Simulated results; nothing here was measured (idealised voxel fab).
The following is a process module called voxel air gaps.
Each square cell in cross-section cut measures 5 nm, and the section as a whole is 240 nm wide.
A cross-section in this document is a grid of square cells, and it is written down as bands, the top band listed before the ones below it; a band is made up of one or more rows of cells. Within each band entry, the heights of the top and of the bottom of the band appear first, in that order and in nm; the materials of the band then follow from left to right, each with its corresponding width in nm. The designation "edge to edge" on a single material indicates that it fills the band from edge to edge; the designation "blank" indicates empty space. Heights are reckoned from 0. Under this level, the received wafer is all of one material. The bottommost band is open-ended downward, for example "0 -> down". Top row gets the first number, bottom row gets the second, and each row in between changes by the same step: that is how a band width like "30->40" works. Basically "nothing different" means that step didn't change any cell in the cross-section. "Enclosed void inventory" enumerates empty spaces isolated from the top, with no open way to it, that contain at least 8 cells, giving each as width x height at distance from the left edge, all three in nm. Step line, after settings: the simulator's comment on this step. overlay nm: mask right of planned place by this much (step with mask). Neg. = left.

# The following list gives the planned process steps
1 RECEIVE [material Si]
2 CONFORMAL_DEP [material SiO2] [thk nm 10]
3 CONFORMAL_DEP [material SiCN] [thk nm 5]
4 DIRECTIONAL_DEP [material lowk] [thk nm 35]
5 DIRECTIONAL_DEP [material aC] [thk nm 15]
6 PATTERN [tone open] [mask id LINES] [material resist] [width nm 25] [pitch nm 50] [thk nm 35] [overlay nm 0]
7 DIRECTIONAL_ETCH [etch materials aC] [depth nm 15]
8 STRIP [etch materials resist]
9 DIRECTIONAL_ETCH [etch materials lowk] [depth nm 35]
10 STRIP [etch materials aC]
11 CONFORMAL_DEP [material TiN] [thk nm 5]
12 FILL_DEP [material Cu] [thk nm 10]
13 CMP [height nm 50]
14 EPI [material Ru] [thk nm 10]
15 SELECTIVE_ETCH [etch materials lowk] [depth nm 45]
16 CONFORMAL_DEP [material SiCN] [thk nm 5]

# As-received state of the wafer in cross-section, equivalent to post-step 1
- 0 -> down  Si edge to edge
- Enclosed void inventory: none

# Cross-section: first of two wafers, module finished, run according to plan
- 65 -> 60  blank 15, then SiCN 205, then blank 20
- 60 -> 50  blank 15, then SiCN 5, then Ru 45, then SiCN 5, then Ru 45, then SiCN 5, then Ru 45, then SiCN 5, then Ru 45, then SiCN 5, then blank 20
- 50 -> 45  blank 15, then SiCN 15, then TiN 5, then Cu 15, then TiN 5, then SiCN 25, then TiN 5, then Cu 15, then TiN 5, then SiCN 25, then TiN 5, then Cu 15, then TiN 5, then SiCN 25, then TiN 5, then Cu 15, then TiN 5, then SiCN 15, then blank 20
- 45 -> 20  blank 25, then SiCN 5, then TiN 5, then Cu 15, then TiN 5, then SiCN 5, then blank 15, then SiCN 5, then TiN 5, then Cu 15, then TiN 5, then SiCN 5, then blank 15, then SiCN 5, then TiN 5, then Cu 15, then TiN 5, then SiCN 5, then blank 15, then SiCN 5, then TiN 5, then Cu 15, then TiN 5, then SiCN 5, then blank 30
- 20 -> 15  SiCN 30, then TiN 25, then SiCN 25, then TiN 25, then SiCN 25, then TiN 25, then SiCN 25, then TiN 25, then SiCN 35
- 15 -> 10  SiCN edge to edge
- 10 -> 0  SiO2 edge to edge
- 0 -> down  Si edge to edge
- Enclosed void inventory: 15 x 25 at 60; 15 x 25 at 110; 15 x 25 at 160

# Presented here is a cross-section of the second of the two wafers as it stood at the end of the module. It was started in the same manner and assigned the same plan as the first wafer; however, one mistake was made in its execution
- 65 -> 60  blank 15, then SiCN 205, then blank 20
- 60 -> 50  blank 15, then SiCN 5, then Ru 45, then SiCN 5, then Ru 45, then SiCN 5, then Ru 45, then SiCN 5, then Ru 45, then SiCN 5, then blank 20
- 50 -> 45  blank 15, then SiCN 15, then Ru 5, then Cu 15, then Ru 5, then SiCN 25, then Ru 5, then Cu 15, then Ru 5, then SiCN 25, then Ru 5, then Cu 15, then Ru 5, then SiCN 25, then Ru 5, then Cu 15, then Ru 5, then SiCN 15, then blank 20
- 45 -> 20  blank 25, then SiCN 5, then Ru 5, then Cu 15, then Ru 5, then SiCN 5, then blank 15, then SiCN 5, then Ru 5, then Cu 15, then Ru 5, then SiCN 5, then blank 15, then SiCN 5, then Ru 5, then Cu 15, then Ru 5, then SiCN 5, then blank 15, then SiCN 5, then Ru 5, then Cu 15, then Ru 5, then SiCN 5, then blank 30
- 20 -> 15  SiCN 30, then Ru 25, then SiCN 25, then Ru 25, then SiCN 25, then Ru 25, then SiCN 25, then Ru 25, then SiCN 35
- 15 -> 10  SiCN edge to edge
- 10 -> 0  SiO2 edge to edge
- 0 -> down  Si edge to edge
- Enclosed void inventory: 15 x 25 at 60; 15 x 25 at 110; 15 x 25 at 160
It is concluded that the wafer was processed incorrectly with respect to the plan, in that step 11 was run on a setting that differed from the plan, and what really ran there is CONFORMAL_DEP [material Ru] [thk nm 5]
Wafer comparison, final, in cells, second relative to first, materials more or fewer: Ru: 68 more; TiN: 68 fewer
